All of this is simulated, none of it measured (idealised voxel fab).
Process module, titled voxel self aligned contacts
Square cell edge 5 nm, section width 240 nm, ID cut.
Reading order for cross-sections: top band down to bottom band. Underlying form: a grid of square cells. Band size: one or more rows of cells. A band entry consists of two parts. The first gives the height of the band's top and the height of its bottom, in nm. The rest lists the band's materials from left to right, each with its width in nm. A single material labelled with the word "all across" fills the band from edge to edge, and the word "blank" marks empty space. Beneath 0, the wafer as received is one material, and that level is where height counting begins. The lowest band goes on downward without a bottom; it is written like "z 0 and below". A two-number width, for instance "30..40", indicates that the width is equal to the first number in the top row of the band and to the second number in the bottom row, and that it changes by a constant amount per row of cells. Key: "nothing different" - step with no changed cell in the cross-section. "Enclosed void entries" contains a list of empty spaces, each no smaller than 8 cells and without an open way to the top, written in the form width x height at distance with the distance from the left edge and all three in nm. Heads up: the bit after the settings on a step's line is the simulator's remark on that step. overlay nm: for a step with a mask, the amount by which the mask lay right of where it was planned; a negative amount means left of it.

## Planned process steps
1. RECEIVE [material Si]
2. OXIDIZE [depth nm 5]
3. DIRECTIONAL_DEP [material polySi] [thk nm 30]
4. DIRECTIONAL_DEP [material SiN] [thk nm 15]
5. MASKED_ETCH [tone cover] [mask id GATE] [width nm 30] [pitch nm 60] [etch materials SiN] [depth nm 15] [overlay nm 0]
6. MASKED_ETCH [tone cover] [mask id GATE] [width nm 30] [pitch nm 60] [etch materials polySi] [depth nm 30] [overlay nm 0]
7. CONFORMAL_DEP [material SiN] [thk nm 5]
8. DIRECTIONAL_ETCH [etch materials SiN] [depth nm 5]
9. FILL_DEP [material SiO2] [thk nm 20]
10. CMP [height nm 55]
11. DIRECTIONAL_DEP [material aC] [thk nm 15]
12. PATTERN [tone open] [mask id CONTACT] [material resist] [width nm 40] [thk nm 30] [overlay nm 0]
13. DIRECTIONAL_ETCH [etch materials aC] [depth nm 15]
14. STRIP [etch materials resist]
15. DIRECTIONAL_ETCH [etch materials SiO2] [depth nm 60]
16. STRIP [etch materials aC]
17. CONFORMAL_DEP [material TiN] [thk nm 5]
18. FILL_DEP [material Ru] [thk nm 5]
19. CMP [height nm 55]
20. CONFORMAL_DEP [material SiCN] [thk nm 5]

## Cross-section of the incoming wafer, state after step 1
z 0 and below: Si all across
Enclosed void entries: none

## Final cross-section, module run with one mistake (start and plan as above)
z 60 to 55: SiCN all across
z 55 to 45: 100 of SiO2 | 5 of TiN | 30 of Ru | 5 of TiN | 100 of SiO2
z 45 to 40: 100 of SiO2 | 10 of TiN | 20 of Ru | 10 of TiN | 100 of SiO2
z 40 to 30: 75 of SiO2 | 30 of SiN | 5 of TiN | 20 of Ru | 5 of TiN | 30 of SiN | 75 of SiO2
z 30 to 0: 75 of SiO2 | 30 of polySi | 5 of TiN | 20 of Ru | 5 of TiN | 30 of polySi | 75 of SiO2
z 0 to -5: 105 of SiO2 | 30 of TiN | 105 of SiO2
z -5 and below: Si all across
Enclosed void entries: none
Plan not followed: plan step 7: skipped, not run
